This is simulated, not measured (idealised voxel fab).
A process module follows: voxel transistor to metal.
Each square cell in cross-section cut measures 5 nm, and the section as a whole is 150 nm wide.
We lay out every cross-section as a grid of square cells and spell it out in bands from the top down, where one band means one or more rows of cells. A band entry consists of two parts. The first gives the height of the band's top and the height of its bottom, in nm. The rest lists the band's materials from left to right, each with its width in nm. A single material labelled with the word "all across" fills the band from edge to edge, and the word "air" marks empty space. Where do heights start? At 0: under that level the wafer as delivered is made of one material only. And the lowest band has no floor; it just carries on downward, as in "0..down". Quick explanation for "30..40": the width changes in equal steps down the rows of cells, from the first number in the band's top row to the second number in its bottom row. Key: "same as before" - step with no changed cell in the cross-section. Voids not open to the top, 8 cells minimum: see "Trapped cavities". Written width x height at distance; distance is from the left edge; nm. Step line, after settings: the simulator's comment on this step. You can add "overlay nm" to a step's line. For a step with a mask, it describes how far the mask lay to the right of its planned position, and a negative number describes a lay to the left.

[plan]
- 1: RECEIVE,material Si
- 2: CONFORMAL_DEP,material SiO2,thk nm 5
- 3: CONFORMAL_DEP,material SiN,thk nm 10
- 4: PATTERN,tone cover,mask id ACTIVE,material resist,width nm 115,thk nm 15,overlay nm 0
- 5: DIRECTIONAL_ETCH,etch materials SiN,depth nm 10
- 6: DIRECTIONAL_ETCH,etch materials SiO2,depth nm 5
- 7: DIRECTIONAL_ETCH,etch materials Si,depth nm 20
- 8: STRIP,etch materials resist
- 9: FILL_DEP,material SiO2,thk nm 15
- 10: CMP,height nm 15
- 11: SELECTIVE_ETCH,etch materials SiO2,depth nm 10
- 12: STRIP,etch materials SiN
- 13: SELECTIVE_ETCH,etch materials SiO2,depth nm 5
- 14: OXIDIZE,depth nm 5
- 15: DIRECTIONAL_DEP,material polySi,thk nm 20
- 16: DIRECTIONAL_DEP,material SiCN,thk nm 10
- 17: DIRECTIONAL_DEP,material aC,thk nm 10
- 18: PATTERN,tone cover,mask id GATE,material resist,width nm 35,thk nm 30,overlay nm 0
- 19: DIRECTIONAL_ETCH,etch materials aC,depth nm 10
- 20: STRIP,etch materials resist
- 21: DIRECTIONAL_ETCH,etch materials SiCN,depth nm 20
- 22: DIRECTIONAL_ETCH,etch materials polySi,depth nm 30
- 23: STRIP,etch materials aC
- 24: CONFORMAL_DEP,material SiN,thk nm 5
- 25: DIRECTIONAL_ETCH,etch materials SiN,depth nm 5
- 26: DIRECTIONAL_ETCH,etch materials SiO2,depth nm 5
- 27: DIRECTIONAL_ETCH,etch materials Si,depth nm 5
- 28: EPI,material SiGe,thk nm 10
- 29: FILL_DEP,material SiO2,thk nm 10
- 30: CMP,height nm 20
- 31: STRIP,etch materials polySi
- 32: SELECTIVE_ETCH,etch materials SiO2,depth nm 5
- 33: CONFORMAL_DEP,material HfO2,thk nm 5
- 34: CONFORMAL_DEP,material TiN,thk nm 5
- 35: FILL_DEP,material W,thk nm 5
- 36: CMP,height nm 15
- 37: DIRECTIONAL_DEP,material SiO2,thk nm 10
- 38: PATTERN,tone open,mask id CONTACT,material resist,width nm 15,pitch nm 90,thk nm 20,overlay nm 0
- 39: DIRECTIONAL_ETCH,etch materials SiO2,depth nm 25
- 40: STRIP,etch materials resist
- 41: CONFORMAL_DEP,material TiN,thk nm 5
- 42: FILL_DEP,material W,thk nm 5
- 43: CMP,height nm 25
- 44: CONFORMAL_DEP,material SiCN,thk nm 5
- 45: DIRECTIONAL_DEP,material lowk,thk nm 20
- 46: PATTERN,tone open,mask id METAL_1,material resist,width nm 15,pitch nm 90,thk nm 15,overlay nm -5
- 47: DIRECTIONAL_ETCH,etch materials lowk,depth nm 20
- 48: DIRECTIONAL_ETCH,etch materials SiCN,depth nm 5
- 49: STRIP,etch materials resist
- 50: CONFORMAL_DEP,material TiN,thk nm 5
- 51: FILL_DEP,material Ru,thk nm 5
- 52: CMP,height nm 50
- 53: EPI,material Ru,thk nm 5
- 54: FILL_DEP,material SiCN,thk nm 5
Across this set of wafers, the varied parameter is the overlay nm of step 46. Starting conditions are identical for every wafer, and the plan reports the value assigned to the first wafer.

[Cross-section of the first of several wafers as received (after step 1)]
- 0..down  Si all across
- Trapped cavities: none

[Basically each wafer gets a line in the table, showing it at the end of the module: material by material, the cells it gained (+) or lost (-) since we got it, then its closed voids]
overlay nm -5, +15 HfO2, +18 Ru, -65 Si, +74 SiCN, +34 SiGe, +6 SiN, +115 SiO2, +53 TiN, +14 W, +96 lowk, Trapped cavities: none
overlay nm 0, +15 HfO2, +18 Ru, -65 Si, +74 SiCN, +34 SiGe, +6 SiN, +115 SiO2, +53 TiN, +14 W, +96 lowk, Trapped cavities: none
overlay nm 5, +15 HfO2, +18 Ru, -65 Si, +74 SiCN, +34 SiGe, +6 SiN, +115 SiO2, +53 TiN, +14 W, +96 lowk, Trapped cavities: none
overlay nm 10, +15 HfO2, +18 Ru, -65 Si, +74 SiCN, +34 SiGe, +6 SiN, +115 SiO2, +53 TiN, +14 W, +96 lowk, Trapped cavities: none
